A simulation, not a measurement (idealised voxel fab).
process module | voxel self aligned vias
cross-section cut | 185 nm wide | cells 5 nm
A cross-section is a grid of square cells, given in bands from the top down. A band is one or more rows of cells.
Each band's line starts with the height of the band's top and of its bottom, in nm. Then come its materials from left to right, each with its width in nm. One material with "throughout" fills the band from edge to edge. "air" is empty space.
Height 0 is the level under which the wafer as received is all one material. The lowest band goes on downwards, as in "0 down".
A width such as "30 to 40" changes by the same amount from each row of cells to the next, from the band's top row to its bottom row.
"no change" after a step means that no cell of the cross-section changed.
closed voids: empty space of 8 cells or more with no open way to the top, each as width x height at its distance from the left edge, in nm
after a step's settings: what the simulator itself notes on the step
overlay nm, on a step with a mask: how far to the right of its planned place the mask lay; to the left if negative
plan
1 op RECEIVE | material Si
2 op CONFORMAL_DEP | material SiO2 | thk nm 10
3 op CONFORMAL_DEP | material SiCN | thk nm 5
4 op DIRECTIONAL_DEP | material SiO2 | thk nm 30
5 op DIRECTIONAL_DEP | material aC | thk nm 10
6 op PATTERN | tone open | mask id LINES | material resist | width nm 20 | pitch nm 70 | thk nm 30 | overlay nm 0
7 op DIRECTIONAL_ETCH | etch materials aC | depth nm 10
8 op STRIP | etch materials resist
9 op DIRECTIONAL_ETCH | etch materials SiO2 | depth nm 30
10 op STRIP | etch materials aC
11 op CONFORMAL_DEP | material TiN | thk nm 5
12 op FILL_DEP | material W | thk nm 10
13 op CMP | height nm 45
14 op SELECTIVE_ETCH | etch materials W Ru TiN | depth nm 10
15 op FILL_DEP | material SiN | thk nm 10
16 op CMP | height nm 45
17 op DIRECTIONAL_DEP | material SiO2 | thk nm 20
18 op MASKED_ETCH | tone open | mask id VIAS | width nm 40 | pitch nm 70 | etch materials SiO2 | depth nm 20 | overlay nm 0
19 op MASKED_ETCH | tone open | mask id VIAS | width nm 40 | pitch nm 70 | etch materials SiN | depth nm 10 | overlay nm 0
20 op CONFORMAL_DEP | material TiN | thk nm 5
21 op FILL_DEP | material Cu | thk nm 10
22 op CMP | height nm 65
23 op CONFORMAL_DEP | material SiCN | thk nm 5
first wafer, as planned
as received, after step 1
  0 down: Si throughout
  closed voids: none
after step 2
  10 to 0: SiO2 throughout
  below 0: unchanged
after step 3
  15 to 10: SiCN throughout
  below 10: unchanged
after step 4
  45 to 15: SiO2 throughout
  below 15: unchanged
after step 5
  55 to 45: aC throughout
  below 45: unchanged
after step 6
  85 to 55: resist 45 | air 20 | resist 50 | air 20 | resist 50
  below 55: unchanged
after step 7
  75 to 55: resist 45 | air 20 | resist 50 | air 20 | resist 50
  55 to 45: aC 45 | air 20 | aC 50 | air 20 | aC 50
  below 45: unchanged
after step 8
  55 to 45: aC 45 | air 20 | aC 50 | air 20 | aC 50
  below 45: unchanged
after step 9
  55 to 45: aC 45 | air 20 | aC 50 | air 20 | aC 50
  45 to 15: SiO2 45 | air 20 | SiO2 50 | air 20 | SiO2 50
  below 15: unchanged
after step 10
  45 to 15: SiO2 45 | air 20 | SiO2 50 | air 20 | SiO2 50
  below 15: unchanged
after step 11
  50 to 45: TiN 50 | air 10 | TiN 60 | air 10 | TiN 55
  45 to 20: SiO2 45 | TiN 5 | air 10 | TiN 5 | SiO2 50 | TiN 5 | air 10 | TiN 5 | SiO2 50
  20 to 15: SiO2 45 | TiN 20 | SiO2 50 | TiN 20 | SiO2 50
  below 15: unchanged
after step 12
  60 to 50: W throughout
  50 to 45: TiN 50 | W 10 | TiN 60 | W 10 | TiN 55
  45 to 20: SiO2 45 | TiN 5 | W 10 | TiN 5 | SiO2 50 | TiN 5 | W 10 | TiN 5 | SiO2 50
  below 20: unchanged
after step 13
  45 to 20: SiO2 45 | TiN 5 | W 10 | TiN 5 | SiO2 50 | TiN 5 | W 10 | TiN 5 | SiO2 50
  below 20: unchanged
after step 14
  45 to 35: SiO2 45 | air 20 | SiO2 50 | air 20 | SiO2 50
  below 35: unchanged
after step 15
  55 to 45: SiN throughout
  45 to 35: SiO2 45 | SiN 20 | SiO2 50 | SiN 20 | SiO2 50
  below 35: unchanged
after step 16
  45 to 35: SiO2 45 | SiN 20 | SiO2 50 | SiN 20 | SiO2 50
  below 35: unchanged
after step 17
  65 to 45: SiO2 throughout
  below 45: unchanged
after step 18
  65 to 45: SiO2 35 | air 40 | SiO2 30 | air 40 | SiO2 40
  below 45: unchanged
after step 19
  65 to 45: SiO2 35 | air 40 | SiO2 30 | air 40 | SiO2 40
  45 to 35: SiO2 45 | air 20 | SiO2 50 | air 20 | SiO2 50
  below 35: unchanged
after step 20
  70 to 65: TiN 40 | air 30 | TiN 40 | air 30 | TiN 45
  65 to 50: SiO2 35 | TiN 5 | air 30 | TiN 5 | SiO2 30 | TiN 5 | air 30 | TiN 5 | SiO2 40
  50 to 40: SiO2 35 to 45 | TiN 15 to 5 | air 10 | TiN 15 to 5 | SiO2 30 to 50 | TiN 15 to 5 | air 10 | TiN 15 to 5 | SiO2 40 to 50
  40 to 35: SiO2 45 | TiN 20 | SiO2 50 | TiN 20 | SiO2 50
  below 35: unchanged
after step 21
  80 to 70: Cu throughout
  70 to 65: TiN 40 | Cu 30 | TiN 40 | Cu 30 | TiN 45
  65 to 50: SiO2 35 | TiN 5 | Cu 30 | TiN 5 | SiO2 30 | TiN 5 | Cu 30 | TiN 5 | SiO2 40
  50 to 40: SiO2 35 to 45 | TiN 15 to 5 | Cu 10 | TiN 15 to 5 | SiO2 30 to 50 | TiN 15 to 5 | Cu 10 | TiN 15 to 5 | SiO2 40 to 50
  below 40: unchanged
after step 22
  65 to 50: SiO2 35 | TiN 5 | Cu 30 | TiN 5 | SiO2 30 | TiN 5 | Cu 30 | TiN 5 | SiO2 40
  below 50: unchanged
after step 23
  70 to 65: SiCN throughout
  below 65: unchanged
second wafer: like start, like plan, one mistake. Through step 1 it matches the first wafer
when step 2 should have ended
  15 to 0: SiO2 throughout
  below 0: unchanged
when step 3 should have ended
  20 to 15: SiCN throughout
  below 15: unchanged
when step 4 should have ended
  50 to 20: SiO2 throughout
  below 20: unchanged
when step 5 should have ended
  60 to 50: aC throughout
  below 50: unchanged
when step 6 should have ended
  90 to 60: resist 45 | air 20 | resist 50 | air 20 | resist 50
  below 60: unchanged
when step 7 should have ended
  80 to 60: resist 45 | air 20 | resist 50 | air 20 | resist 50
  60 to 50: aC 45 | air 20 | aC 50 | air 20 | aC 50
  below 50: unchanged
when step 8 should have ended
  60 to 50: aC 45 | air 20 | aC 50 | air 20 | aC 50
  below 50: unchanged
when step 9 should have ended
  60 to 50: aC 45 | air 20 | aC 50 | air 20 | aC 50
  50 to 20: SiO2 45 | air 20 | SiO2 50 | air 20 | SiO2 50
  below 20: unchanged
when step 10 should have ended
  50 to 20: SiO2 45 | air 20 | SiO2 50 | air 20 | SiO2 50
  below 20: unchanged
when step 11 should have ended
  55 to 50: TiN 50 | air 10 | TiN 60 | air 10 | TiN 55
  50 to 25: SiO2 45 | TiN 5 | air 10 | TiN 5 | SiO2 50 | TiN 5 | air 10 | TiN 5 | SiO2 50
  25 to 20: SiO2 45 | TiN 20 | SiO2 50 | TiN 20 | SiO2 50
  below 20: unchanged
when step 12 should have ended
  65 to 55: W throughout
  55 to 50: TiN 50 | W 10 | TiN 60 | W 10 | TiN 55
  50 to 25: SiO2 45 | TiN 5 | W 10 | TiN 5 | SiO2 50 | TiN 5 | W 10 | TiN 5 | SiO2 50
  below 25: unchanged
when step 13 should have ended
  45 to 25: SiO2 45 | TiN 5 | W 10 | TiN 5 | SiO2 50 | TiN 5 | W 10 | TiN 5 | SiO2 50
  below 25: unchanged
when step 14 should have ended
  45 to 35: SiO2 45 | air 20 | SiO2 50 | air 20 | SiO2 50
  below 35: unchanged
when step 15 should have ended
  55 to 45: SiN throughout
  45 to 35: SiO2 45 | SiN 20 | SiO2 50 | SiN 20 | SiO2 50
  below 35: unchanged
when step 16 should have ended
  45 to 35: SiO2 45 | SiN 20 | SiO2 50 | SiN 20 | SiO2 50
  below 35: unchanged
when step 17 should have ended
  65 to 45: SiO2 throughout
  below 45: unchanged
when step 18 should have ended
  65 to 45: SiO2 35 | air 40 | SiO2 30 | air 40 | SiO2 40
  below 45: unchanged
when step 19 should have ended
  65 to 45: SiO2 35 | air 40 | SiO2 30 | air 40 | SiO2 40
  45 to 35: SiO2 45 | air 20 | SiO2 50 | air 20 | SiO2 50
  below 35: unchanged
when step 20 should have ended
  70 to 65: TiN 40 | air 30 | TiN 40 | air 30 | TiN 45
  65 to 50: SiO2 35 | TiN 5 | air 30 | TiN 5 | SiO2 30 | TiN 5 | air 30 | TiN 5 | SiO2 40
  50 to 40: SiO2 35 to 45 | TiN 15 to 5 | air 10 | TiN 15 to 5 | SiO2 30 to 50 | TiN 15 to 5 | air 10 | TiN 15 to 5 | SiO2 40 to 50
  40 to 35: SiO2 45 | TiN 20 | SiO2 50 | TiN 20 | SiO2 50
  below 35: unchanged
when step 21 should have ended
  80 to 70: Cu throughout
  70 to 65: TiN 40 | Cu 30 | TiN 40 | Cu 30 | TiN 45
  65 to 50: SiO2 35 | TiN 5 | Cu 30 | TiN 5 | SiO2 30 | TiN 5 | Cu 30 | TiN 5 | SiO2 40
  50 to 40: SiO2 35 to 45 | TiN 15 to 5 | Cu 10 | TiN 15 to 5 | SiO2 30 to 50 | TiN 15 to 5 | Cu 10 | TiN 15 to 5 | SiO2 40 to 50
  below 40: unchanged
when step 22 should have ended
  65 to 50: SiO2 35 | TiN 5 | Cu 30 | TiN 5 | SiO2 30 | TiN 5 | Cu 30 | TiN 5 | SiO2 40
  below 50: unchanged
when step 23 should have ended
  70 to 65: SiCN throughout
  below 65: unchanged
what went wrong: step 2 ran as: op CONFORMAL_DEP | material SiO2 | thk nm 15
at the end the second wafer has, in cells: 8 more of SiO2 | 4 fewer of TiN | 4 fewer of W
